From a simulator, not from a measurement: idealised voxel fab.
Process module heading - voxel self aligned vias
Xsec cut, 155 nm wide, square cell size 5 nm.
Heads up, the way a cross-section reads in here is a grid of square cells, handed over as bands from the top down, with every band being one or more rows of cells. It is stipulated that each band's entry specify, in nanometres, the height of the top of the band and then that of its bottom, followed by the materials of the band in left-to-right sequence, each together with its width in nanometres. A single material marked by the word "throughout" is understood to fill the band from edge to edge; the word "empty" is understood to denote empty space. Heights are expressed relative to 0, this being the level below which the as-received wafer comprises one material exclusively. The lowest band is unbounded in the downward direction and is denoted as in "top 0, no bottom". It should be noted that a width expressed as "30->40" varies in equal increments from row to row of cells within the band, taking the value of the first number at the top row and that of the second number at the bottom row. Where a step carries "everything unchanged", the cross-section came out of it unchanged, cell for cell. Under "Catalogued sealed voids" you'll find the enclosed gaps, the ones with no way out to the top, that are 8 cells or bigger; each reads width x height at distance, with distance counted from the left edge, everything in nm. Where a step's line continues beyond its settings, the continuation is a remark by the simulator itself on that step. overlay nm: how far to the right of its planned place the mask lay on this masked step (negative: to the left).
# Steps planned for the process
1: RECEIVE | material Si
2: CONFORMAL_DEP | material SiO2 | thk nm 10
3: CONFORMAL_DEP | material SiCN | thk nm 5
4: DIRECTIONAL_DEP | material lowk | thk nm 25
5: MASKED_ETCH | tone open | mask id LINES | width nm 20 | pitch nm 45 | etch materials lowk | depth nm 25 | overlay nm -5
6: CONFORMAL_DEP | material TiN | thk nm 5
7: FILL_DEP | material W | thk nm 5
8: CMP | height nm 40
9: SELECTIVE_ETCH | etch materials W Ru TiN | depth nm 5
10: FILL_DEP | material SiN | thk nm 10
11: CMP | height nm 40
12: DIRECTIONAL_DEP | material lowk | thk nm 20
13: PATTERN | tone open | mask id VIAS | material resist | width nm 30 | pitch nm 45 | thk nm 15 | overlay nm 0
14: DIRECTIONAL_ETCH | etch materials lowk | depth nm 20
15: DIRECTIONAL_ETCH | etch materials SiN | depth nm 5
16: STRIP | etch materials resist
17: CONFORMAL_DEP | material TiN | thk nm 5
18: FILL_DEP | material W | thk nm 10
19: CMP | height nm 60
20: CONFORMAL_DEP | material SiN | thk nm 5
Be aware that, although all wafers share a common starting state, the overlay nm at step 5 differs among them, and the plan displays the first wafer's value.
# After step 1, as received: first of several wafers, cross-section
  top 0, no bottom | Si throughout
  Catalogued sealed voids: none
# The figure below presents a cross-section of the first of several wafers at the conclusion of the module, following its last step, step 20
  top 65, bottom 60 | SiN throughout
  top 60, bottom 45 | 15 of lowk, then 5 of TiN, then 20 of W, then 5 of TiN, then 15 of lowk, then 5 of TiN, then 20 of W, then 5 of TiN, then 15 of lowk, then 5 of TiN, then 20 of W, then 5 of TiN, then 20 of lowk
  top 45, bottom 40 | 15 of lowk, then 5 of TiN, then 10 of W, then 15 of TiN, then 15 of lowk, then 5 of TiN, then 10 of W, then 15 of TiN, then 15 of lowk, then 5 of TiN, then 10 of W, then 15 of TiN, then 20 of lowk
  top 40, bottom 35 | 15 of lowk, then 20 of TiN, then 25 of lowk, then 20 of TiN, then 25 of lowk, then 20 of TiN, then 30 of lowk
  top 35, bottom 20 | 15 of lowk, then 5 of TiN, then 10 of W, then 5 of TiN, then 25 of lowk, then 5 of TiN, then 10 of W, then 5 of TiN, then 25 of lowk, then 5 of TiN, then 10 of W, then 5 of TiN, then 30 of lowk
  top 20, bottom 15 | 15 of lowk, then 20 of TiN, then 25 of lowk, then 20 of TiN, then 25 of lowk, then 20 of TiN, then 30 of lowk
  top 15, bottom 10 | SiCN throughout
  top 10, bottom 0 | SiO2 throughout
  top 0, no bottom | Si throughout
  Catalogued sealed voids: none
# The module's end: a cross-section of the last wafer
  top 65, bottom 60 | SiN throughout
  top 60, bottom 45 | 15 of lowk, then 5 of TiN, then 20 of W, then 5 of TiN, then 15 of lowk, then 5 of TiN, then 20 of W, then 5 of TiN, then 15 of lowk, then 5 of TiN, then 20 of W, then 5 of TiN, then 20 of lowk
  top 45, bottom 40 | 15 of lowk, then 20 of TiN, then 5 of W, then 5 of TiN, then 15 of lowk, then 20 of TiN, then 5 of W, then 5 of TiN, then 15 of lowk, then 20 of TiN, then 5 of W, then 5 of TiN, then 20 of lowk
  top 40, bottom 35 | 30 of lowk, then 15 of TiN, then 5 of SiN, then 25 of lowk, then 15 of TiN, then 5 of SiN, then 25 of lowk, then 15 of TiN, then 5 of SiN, then 15 of lowk
  top 35, bottom 20 | 30 of lowk, then 5 of TiN, then 10 of W, then 5 of TiN, then 25 of lowk, then 5 of TiN, then 10 of W, then 5 of TiN, then 25 of lowk, then 5 of TiN, then 10 of W, then 5 of TiN, then 15 of lowk
  top 20, bottom 15 | 30 of lowk, then 20 of TiN, then 25 of lowk, then 20 of TiN, then 25 of lowk, then 20 of TiN, then 15 of lowk
  top 15, bottom 10 | SiCN throughout
  top 10, bottom 0 | SiO2 throughout
  top 0, no bottom | Si throughout
  Catalogued sealed voids: none
# Below: a row per wafer. Contents at end of module: for every material, cells gained since receipt (+) or lost since receipt (-); then closed voids
overlay nm -5 | +31 SiCN | +31 SiN | +62 SiO2 | +72 TiN | +60 W | +147 lowk | Catalogued sealed voids: none
overlay nm 0 | +31 SiCN | +31 SiN | +62 SiO2 | +72 TiN | +60 W | +147 lowk | Catalogued sealed voids: none
overlay nm 5 | +31 SiCN | +31 SiN | +62 SiO2 | +72 TiN | +60 W | +147 lowk | Catalogued sealed voids: none
overlay nm 10 | +31 SiCN | +34 SiN | +62 SiO2 | +72 TiN | +57 W | +147 lowk | Catalogued sealed voids: none
